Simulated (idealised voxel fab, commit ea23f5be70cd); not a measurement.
Module name: voxel trench capacitor (process module)
The figure presents cross-section cut, which has a width of 205 nm and is divided into square cells with an edge length of 5 nm.
Format of a cross-section: grid, square cells. Given as bands. Order: top down. Band: one or more rows of cells. The band entry comprises the height of the band's top followed by the height of its bottom, expressed in nm, and subsequently the band's materials from left to right, each stated together with its width in nm. Where a single material is marked with the word "everywhere", that material fills the band from edge to edge. The word "air" represents empty space. Heights are expressed relative to 0, this being the level below which the as-received wafer comprises one material exclusively. The lowest band is unbounded in the downward direction and is denoted as in "top 0, no bottom". Width: "30 to 40" (first number = top row, second number = bottom row, same change from row to row of cells). Reading "nothing different" for a step: not a cell of the cross-section changed in it. Enclosed voids (no open way to top), threshold 8 cells or more, entry "Trapped voids", notation width x height at distance, distance from left edge, nm. Heads up: the bit after the settings on a step's line is the simulator's remark on that step. overlay nm, on a step with a mask: how far to the right of its planned place the mask lay; to the left if negative.

So here's the lineup of process steps we planned:
| 1 | RECEIVE: material Si |
| 2 | CONFORMAL_DEP: material SiN, thk nm 10 |
| 3 | DIRECTIONAL_DEP: material aC, thk nm 15 |
| 4 | PATTERN: tone open, mask id TRENCH, material resist, width nm 25, pitch nm 50, thk nm 35, overlay nm 0 |
| 5 | DIRECTIONAL_ETCH: etch materials aC, depth nm 15 |
| 6 | STRIP: etch materials resist |
| 7 | DIRECTIONAL_ETCH: etch materials SiN, depth nm 10 |
| 8 | DIRECTIONAL_ETCH: etch materials Si, depth nm 25 |
| 9 | STRIP: etch materials aC |
| 10 | CONFORMAL_DEP: material SiO2, thk nm 5 |
| 11 | FILL_DEP: material polySi, thk nm 10 |
| 12 | CMP: height nm 10 |

Cross-section, incoming material, after step 1:
    top 0, no bottom | Si everywhere
    Trapped voids: none

The following cross-section depicts the wafer upon conclusion of the module. Processing commenced from the starting condition illustrated above and adhered to the plan illustrated above, save for one mistake in execution:
    top 25, bottom 15 | polySi everywhere
    top 15, bottom 10 | SiO2 (45), then polySi (15), then SiO2 (35), then polySi (15), then SiO2 (35), then polySi (15), then SiO2 (45)
    top 10, bottom 0 | SiN (40), then SiO2 (5), then polySi (15), then SiO2 (5), then SiN (25), then SiO2 (5), then polySi (15), then SiO2 (5), then SiN (25), then SiO2 (5), then polySi (15), then SiO2 (5), then SiN (40)
    top 0, bottom -20 | Si (40), then SiO2 (5), then polySi (15), then SiO2 (5), then Si (25), then SiO2 (5), then polySi (15), then SiO2 (5), then Si (25), then SiO2 (5), then polySi (15), then SiO2 (5), then Si (40)
    top -20, bottom -25 | Si (40), then SiO2 (25), then Si (25), then SiO2 (25), then Si (25), then SiO2 (25), then Si (40)
    top -25, no bottom | Si everywhere
    Trapped voids: none
Here's what went sideways: step 12 of the plan was omitted and not executed
